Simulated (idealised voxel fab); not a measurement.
Process module, titled voxel self aligned vias
Shown is cross-section cut, with a width of 230 nm and square cells of size 5 nm.
A cross-section is written here as square cells arranged in a grid, and it is given in bands from the top down, each band taking up one or more rows of cells. Basically the band line says how high the top is and how high the bottom is, in nm, and then what's in it from left to right, every material with its width in nm. Empty space shows up as "blank", and if a single material carries "everywhere" it runs the full band edge to edge. Height datum 0, below which the as-received substrate wafer is one material. Lowest band open at the bottom, running downward: "z 0 and below". A two-number width, for instance "30..40", indicates that the width is equal to the first number in the top row of the band and to the second number in the bottom row, and that it changes by a constant amount per row of cells. "same as before" means the step left every cell of the cross-section as it was. "Fully sealed voids" lists enclosed empty spaces (at least 8 cells, no open path upward to the top), each as width x height at distance from the left edge, in nm. On a step's line, text after the settings is the simulator commenting on that step. When a step includes a mask, the "overlay nm" setting on its line states how far to the right of its planned place that mask lay, and negative values state how far to the left.
-- Steps planned for the process
1. RECEIVE | material Si
2. CONFORMAL_DEP | material SiO2 | thk nm 15
3. CONFORMAL_DEP | material SiCN | thk nm 5
4. DIRECTIONAL_DEP | material lowk | thk nm 20
5. MASKED_ETCH | tone open | mask id LINES | width nm 30 | pitch nm 55 | etch materials lowk | depth nm 20 | overlay nm 0
6. CONFORMAL_DEP | material TiN | thk nm 5
7. FILL_DEP | material W | thk nm 10
8. CMP | height nm 40
9. SELECTIVE_ETCH | etch materials W Ru TiN | depth nm 5
10. FILL_DEP | material SiN | thk nm 10
11. CMP | height nm 40
12. DIRECTIONAL_DEP | material lowk | thk nm 20
13. DIRECTIONAL_DEP | material aC | thk nm 15
14. PATTERN | tone open | mask id VIAS | material resist | width nm 40 | thk nm 30 | overlay nm 0
15. DIRECTIONAL_ETCH | etch materials aC | depth nm 15
16. STRIP | etch materials resist
17. DIRECTIONAL_ETCH | etch materials lowk | depth nm 20
18. DIRECTIONAL_ETCH | etch materials SiN | depth nm 5
19. STRIP | etch materials aC
20. CONFORMAL_DEP | material TiN | thk nm 5
21. FILL_DEP | material W | thk nm 10
22. CMP | height nm 60
23. CONFORMAL_DEP | material SiN | thk nm 5
-- Cross-section of the wafer upon arrival, representing the state reached after step 1
    z 0 and below: Si everywhere
    Fully sealed voids: none
-- First wafer of two, sectioned at end of module; run went per plan
    z 65 to 60: SiN everywhere
    z 60 to 45: lowk=65, then TiN=5, then W=30, then TiN=5, then lowk=125
    z 45 to 40: lowk=65, then TiN=10, then W=20, then TiN=10, then lowk=125
    z 40 to 35: lowk=70, then TiN=30, then lowk=25, then SiN=30, then lowk=75
    z 35 to 25: lowk=70, then TiN=5, then W=20, then TiN=5, then lowk=25, then TiN=5, then W=20, then TiN=5, then lowk=75
    z 25 to 20: lowk=70, then TiN=30, then lowk=25, then TiN=30, then lowk=75
    z 20 to 15: SiCN everywhere
    z 15 to 0: SiO2 everywhere
    z 0 and below: Si everywhere
    Fully sealed voids: none
-- Wafer two, end of module, cross-section. Same start, same plan as wafer one. One mistake in the run
    z 65 to 60: SiN everywhere
    z 60 to 45: lowk=70, then TiN=5, then W=30, then TiN=5, then lowk=120
    z 45 to 40: lowk=70, then TiN=5, then W=20, then TiN=15, then lowk=120
    z 40 to 35: lowk=70, then TiN=30, then lowk=25, then SiN=30, then lowk=75
    z 35 to 25: lowk=70, then TiN=5, then W=20, then TiN=5, then lowk=25, then TiN=5, then W=20, then TiN=5, then lowk=75
    z 25 to 20: lowk=70, then TiN=30, then lowk=25, then TiN=30, then lowk=75
    z 20 to 15: SiCN everywhere
    z 15 to 0: SiO2 everywhere
    z 0 and below: Si everywhere
    Fully sealed voids: none
So what did we get wrong on this run? step 14 was run on a setting that differed from the plan, and what really ran there is PATTERN | tone open | mask id VIAS | material resist | width nm 40 | thk nm 30 | overlay nm 5
At the end, the second wafer has the same number of cells of each material as the first, but those cells sit in other places.
